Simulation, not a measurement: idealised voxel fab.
Title: Process Module voxel ribs on slabs
Cross-sectional view cut (width: 220 nm; square cell size: 5 nm).
A cross-section is written here as square cells arranged in a grid, and it is given in bands from the top down, each band taking up one or more rows of cells.
A band entry consists of two parts. The first gives the height of the band's top and the height of its bottom, in nm. The rest lists the band's materials from left to right, each with its width in nm. A single material labelled with the word "all across" fills the band from edge to edge, and the word "blank" marks empty space.
The reference from which all heights are counted is 0, the level beneath which the as-received wafer is entirely one material; the lowest band, having no lower bound, proceeds downward and is written after the example "0..down".
The two numbers in a width such as "30 to 40" mark its ends across the band: the first belongs to the top row of cells, the second to the bottom row, and from each row to the next the width moves by the same amount.
"nothing got changed" after a step means that no cell of the cross-section changed.
"Closed cavities" contains a list of empty spaces, each no smaller than 8 cells and without an open way to the top, written in the form width x height at distance with the distance from the left edge and all three in nm.
It should be noted that, on the line of a given step, the content following the step's settings is a remark produced by the simulator itself with respect to that step.
A step's line can hold "overlay nm"; with a mask on that step, the setting says how far right of the planned place the mask lay, while a negative setting says it lay to the left.

# Process steps foreseen in the plan
1. RECEIVE with material Si
2. DIRECTIONAL_DEP with material SiO2, thk nm 20
3. DIRECTIONAL_DEP with material polySi, thk nm 25
4. MASKED_ETCH with tone cover, mask id RIB, width nm 20, etch materials polySi, depth nm 15, overlay nm 0
5. PATTERN with tone cover, mask id SLAB, material resist, width nm 50, thk nm 20, overlay nm 0
6. DIRECTIONAL_ETCH with etch materials polySi, depth nm 10
7. STRIP with etch materials resist
8. FILL_DEP with material SiO2, thk nm 20
9. CMP with height nm 60
10. DIRECTIONAL_DEP with material W, thk nm 5
11. PATTERN with tone cover, mask id HEATER, material resist, width nm 30, thk nm 20, overlay nm 0
12. DIRECTIONAL_ETCH with etch materials W, depth nm 5
13. STRIP with etch materials resist
14. CONFORMAL_DEP with material SiN, thk nm 5

# Delivered wafer in cross-section: state after step 1
  0..down = Si all across
  Closed cavities: none

# Cross-sectional image of the first of two wafers at the end of the module, the run having proceeded as planned
  70..65 = blank 90 / SiN 40 / blank 90
  65..60 = SiN 95 / W 30 / SiN 95
  60..45 = SiO2 all across
  45..30 = SiO2 100 / polySi 20 / SiO2 100
  30..20 = SiO2 85 / polySi 50 / SiO2 85
  20..0 = SiO2 all across
  0..down = Si all across
  Closed cavities: none

# Cross-section at end of module for the second wafer of two, which matched the first in starting point and plan and differed by one mistake in its processing
  70..65 = blank 90 / SiN 40 / blank 90
  65..60 = SiN 95 / W 30 / SiN 95
  60..45 = W all across
  45..30 = W 100 / polySi 20 / W 100
  30..20 = W 85 / polySi 50 / W 85
  20..0 = SiO2 all across
  0..down = Si all across
  Closed cavities: none
what went wrong: step 8 was run on a setting that differed from the plan, and what really ran there is FILL_DEP with material W, thk nm 20
Final tally in cells, some materials are higher or lower on the second wafer than on the first: SiO2: 320 fewer, W: 320 more
